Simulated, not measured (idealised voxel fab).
The name of this process module is voxel wiring stack.
Pictured: cross-section cut, 240 nm wide, on a grid of 5 nm square cells.
Just so we're on the same page, the cross-sections are grids of square cells, and they're listed out in bands top to bottom, each band one or more rows deep.
A band entry consists of two parts. The first gives the height of the band's top and the height of its bottom, in nm. The rest lists the band's materials from left to right, each with its width in nm. A single material labelled with the word "all across" fills the band from edge to edge, and the word "blank" marks empty space.
Zero point of the height axis is 0; under it, received wafer = one material. Lowest band: continues down indefinitely, "0 -> down".
Note: "30->40" means the width goes from the first number (top row of the band) to the second number (bottom row) in equal steps per row of cells.
Where a step carries "stayed the same", the cross-section came out of it unchanged, cell for cell.
Enclosed cavities: empty space of 8 cells or more with no open way to the top, each as width x height at its distance from the left edge, in nm
Heads up: the bit after the settings on a step's line is the simulator's remark on that step.
The "overlay nm" setting may appear on a step's line; for a step that uses a mask, it gives how far to the right of its planned position the mask lay, and a negative value indicates the left.

List of planned process steps:
1,RECEIVE (material Si)
2,CONFORMAL_DEP (material SiO2; thk nm 15)
3,DIRECTIONAL_DEP (material TiN; thk nm 5)
4,DIRECTIONAL_DEP (material Ru; thk nm 20)
5,MASKED_ETCH (tone cover; mask id METAL_1; width nm 25; pitch nm 50; etch materials Ru; depth nm 20; overlay nm 0)
6,MASKED_ETCH (tone cover; mask id METAL_1; width nm 25; pitch nm 50; etch materials TiN; depth nm 5; overlay nm 0)
7,CONFORMAL_DEP (material SiCN; thk nm 5)
8,FILL_DEP (material lowk; thk nm 5)
9,CMP (height nm 40)
10,CONFORMAL_DEP (material SiCN; thk nm 5)
11,DIRECTIONAL_DEP (material SiO2; thk nm 20)
12,DIRECTIONAL_DEP (material aC; thk nm 15)
13,PATTERN (tone open; mask id PLUG_1; material resist; width nm 15; pitch nm 100; thk nm 30; overlay nm 0)
14,DIRECTIONAL_ETCH (etch materials aC; depth nm 15)
15,STRIP (etch materials resist)
16,DIRECTIONAL_ETCH (etch materials SiO2; depth nm 20)
17,DIRECTIONAL_ETCH (etch materials SiCN; depth nm 5)
18,STRIP (etch materials aC)
19,CONFORMAL_DEP (material TiN; thk nm 5)
20,FILL_DEP (material Cu; thk nm 5)
21,CMP (height nm 65)
22,DIRECTIONAL_DEP (material TiN; thk nm 5)
23,DIRECTIONAL_DEP (material Ru; thk nm 20)
24,MASKED_ETCH (tone cover; mask id METAL_2; width nm 25; pitch nm 50; etch materials Ru; depth nm 20; overlay nm 0)
25,MASKED_ETCH (tone cover; mask id METAL_2; width nm 25; pitch nm 50; etch materials TiN; depth nm 5; overlay nm 0)
26,CONFORMAL_DEP (material SiCN; thk nm 5)
27,FILL_DEP (material lowk; thk nm 10)
28,CMP (height nm 90)
29,CONFORMAL_DEP (material SiCN; thk nm 5)
30,DIRECTIONAL_DEP (material lowk; thk nm 30)
31,DIRECTIONAL_DEP (material aC; thk nm 15)
32,PATTERN (tone open; mask id METAL_3; material resist; width nm 25; pitch nm 50; thk nm 35; overlay nm 0)
33,DIRECTIONAL_ETCH (etch materials aC; depth nm 15)
34,STRIP (etch materials resist)
35,DIRECTIONAL_ETCH (etch materials lowk; depth nm 20)
36,STRIP (etch materials aC)
37,MASKED_ETCH (tone open; mask id METAL_3_HOLES; width nm 15; pitch nm 100; etch materials lowk; depth nm 10; overlay nm 0)
38,MASKED_ETCH (tone open; mask id METAL_3_HOLES; width nm 15; pitch nm 100; etch materials SiCN; depth nm 5; overlay nm 0)
39,CONFORMAL_DEP (material TiN; thk nm 5)
40,FILL_DEP (material Cu; thk nm 5)
41,CMP (height nm 125)
42,CONFORMAL_DEP (material SiCN; thk nm 5)
The wafers in this document start out alike and differ in the width nm applied at step 13; the plan shows the value used for the first wafer.

As-received state after step 1, first of several wafers, cross-section:
* 0 -> down = Si all across
* Enclosed cavities: none

Per wafer (row), end of module: delta in cells per material since receipt, (+) for gained, (-) for lost; closed voids after that:
width nm 15; +41 Cu; +120 Ru; +246 SiCN; +312 SiO2; +97 TiN; +432 lowk; Enclosed cavities: none
width nm 20; +49 Cu; +120 Ru; +244 SiCN; +304 SiO2; +99 TiN; +432 lowk; Enclosed cavities: none
width nm 25; +57 Cu; +120 Ru; +242 SiCN; +296 SiO2; +101 TiN; +432 lowk; Enclosed cavities: none
width nm 30; +65 Cu; +120 Ru; +240 SiCN; +288 SiO2; +103 TiN; +432 lowk; Enclosed cavities: none
